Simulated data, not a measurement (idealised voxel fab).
Process module under the name voxel self aligned contacts
The cross-section shown here is cut; it is 260 nm wide and divided into square cells measuring 5 nm on a side.
Format of a cross-section: grid, square cells. Given as bands. Order: top down. Band: one or more rows of cells. Within each band entry, the heights of the top and of the bottom of the band appear first, in that order and in nm; the materials of the band then follow from left to right, each with its corresponding width in nm. The designation "everywhere" on a single material indicates that it fills the band from edge to edge; the designation "empty" indicates empty space. Zero point of the height axis is 0; under it, received wafer = one material. Lowest band: continues down indefinitely, "from 0 down". Per-row width for "30 to 40": begins at first number (top row of band), ends at second number (bottom row), increment between rows held constant. "remained unchanged" -> step changed no cross-section cell. The list in "Fully enclosed voids" covers empty spaces of 8 cells or more that cannot reach the top through any open way, and it gives each as width x height at distance; the distance is from the left edge, and width, height and distance are in nm. Text after the settings on a step's line: the simulator's own remark on that step. "overlay nm", when on a step's line for a step with a mask, measures how far to the right of its planned place the mask lay; a negative measure means to the left.
# Process steps (planned)
1 RECEIVE | material Si
2 CONFORMAL_DEP | material SiO2 | thk nm 5
3 DIRECTIONAL_DEP | material polySi | thk nm 30
4 DIRECTIONAL_DEP | material SiN | thk nm 25
5 MASKED_ETCH | tone cover | mask id GATE | width nm 25 | pitch nm 60 | etch materials SiN | depth nm 25 | overlay nm 0
6 MASKED_ETCH | tone cover | mask id GATE | width nm 25 | pitch nm 60 | etch materials polySi | depth nm 30 | overlay nm 0
7 CONFORMAL_DEP | material SiN | thk nm 10
8 DIRECTIONAL_ETCH | etch materials SiN | depth nm 10
9 FILL_DEP | material SiO2 | thk nm 15
10 CMP | height nm 65
11 MASKED_ETCH | tone open | mask id CONTACT | width nm 45 | pitch nm 60 | etch materials SiO2 | depth nm 65 | overlay nm 0
12 CONFORMAL_DEP | material TiN | thk nm 5
13 FILL_DEP | material W | thk nm 5
14 CMP | height nm 65
15 CONFORMAL_DEP | material SiCN | thk nm 5
# Cross-section: wafer on arrival = after step 1
from 0 down = Si everywhere
Fully enclosed voids: none
# Cross-section, end of module. Start: as above. Plan: as above. Execution: one mistake
from 70 to 65 = SiCN everywhere
from 65 to 60 = 75 nm SiO2, 20 nm TiN, 5 nm W, 20 nm TiN, 15 nm SiO2, 20 nm TiN, 5 nm W, 20 nm TiN, 80 nm SiO2
from 60 to 35 = 45 nm SiO2, 10 nm SiN, 25 nm polySi, 10 nm SiN, 5 nm TiN, 5 nm W, 5 nm TiN, 10 nm SiN, 25 nm polySi, 10 nm SiN, 5 nm TiN, 5 nm W, 5 nm TiN, 10 nm SiN, 25 nm polySi, 10 nm SiN, 50 nm SiO2
from 35 to 30 = 45 nm SiO2, 10 nm SiN, 25 nm polySi, 10 nm SiN, 15 nm TiN, 10 nm SiN, 25 nm polySi, 10 nm SiN, 15 nm TiN, 10 nm SiN, 25 nm polySi, 10 nm SiN, 50 nm SiO2
from 30 to 5 = SiN everywhere
from 5 to 0 = SiO2 everywhere
from 0 down = Si everywhere
Fully enclosed voids: none
What broke from the plan during processing? steps 3 and 4 of the plan were run in the wrong order, each in the other's place
